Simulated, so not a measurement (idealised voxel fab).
Process module heading - voxel trench capacitor
It is cross-section cut that appears here, measuring 245 nm in width, its square cells being 5 nm in size.
A cross-section is a grid of square cells, given in bands from the top down. A band is one or more rows of cells.
What a band's entry tells you: where the top is and where the bottom is, as heights in nm, and after that what lies inside, material by material from left to right, each with its width in nm. Empty space is written as the word "blank", and a single material marked with the word "all across" occupies the band from edge to edge.
Below 0: as-received wafer, all one material; heights counted from there. Lowest band: no bottom, goes on down, written "0 down".
The notation "30->40" denotes a width that varies across the rows of cells in the band, beginning at the first number in the top row, finishing at the second number in the bottom row, and changing by an identical amount from each row to the next.
Given "identical to before" for a step, no cell of the cross-section differs between before and after that step.
The entry titled "Closed void list" provides the empty spaces that have no open way to the top, restricted to those of 8 cells or more. Each is presented as width x height at distance, the distance being measured from the left edge, with all three in nm.
after a step's settings: what the simulator itself notes on the step
Each step line may optionally specify "overlay nm", which for a step with a mask gives the rightward distance between the mask's planned place and where it lay, a negative value indicating the leftward direction.
### The process steps that were planned are listed below
1 RECEIVE with material Si
2 CONFORMAL_DEP with material SiN, thk nm 5
3 DIRECTIONAL_DEP with material aC, thk nm 15
4 PATTERN with tone open, mask id TRENCH, material resist, width nm 25, pitch nm 50, thk nm 30, overlay nm 0
5 DIRECTIONAL_ETCH with etch materials aC, depth nm 15
6 STRIP with etch materials resist
7 DIRECTIONAL_ETCH with etch materials SiN, depth nm 5
8 DIRECTIONAL_ETCH with etch materials Si, depth nm 25
9 STRIP with etch materials aC
10 CONFORMAL_DEP with material HfO2, thk nm 5
11 CONFORMAL_DEP with material TiN, thk nm 5
12 FILL_DEP with material W, thk nm 5
13 CMP with height nm 5
### Incoming wafer, cross-sectional view, post step 1
  0 down  Si all across
  Closed void list: none
### Starting wafer: above. Plan: above. Run: one mistake. Cross-section after the module: below
  5 to 0  SiN: 60 | TiN: 5 | HfO2: 5 | W: 5 | HfO2: 5 | TiN: 5 | SiN: 25 | TiN: 5 | HfO2: 5 | W: 5 | HfO2: 5 | TiN: 5 | SiN: 25 | TiN: 5 | HfO2: 5 | W: 5 | HfO2: 5 | TiN: 5 | SiN: 60
  0 to -15  Si: 60 | TiN: 5 | HfO2: 5 | W: 5 | HfO2: 5 | TiN: 5 | Si: 25 | TiN: 5 | HfO2: 5 | W: 5 | HfO2: 5 | TiN: 5 | Si: 25 | TiN: 5 | HfO2: 5 | W: 5 | HfO2: 5 | TiN: 5 | Si: 60
  -15 to -20  Si: 60 | TiN: 5 | HfO2: 15 | TiN: 5 | Si: 25 | TiN: 5 | HfO2: 15 | TiN: 5 | Si: 25 | TiN: 5 | HfO2: 15 | TiN: 5 | Si: 60
  -20 to -25  Si: 60 | TiN: 25 | Si: 25 | TiN: 25 | Si: 25 | TiN: 25 | Si: 60
  -25 down  Si all across
  Closed void list: none
Error vs. plan: order of steps 10 and 11 inverted relative to the plan
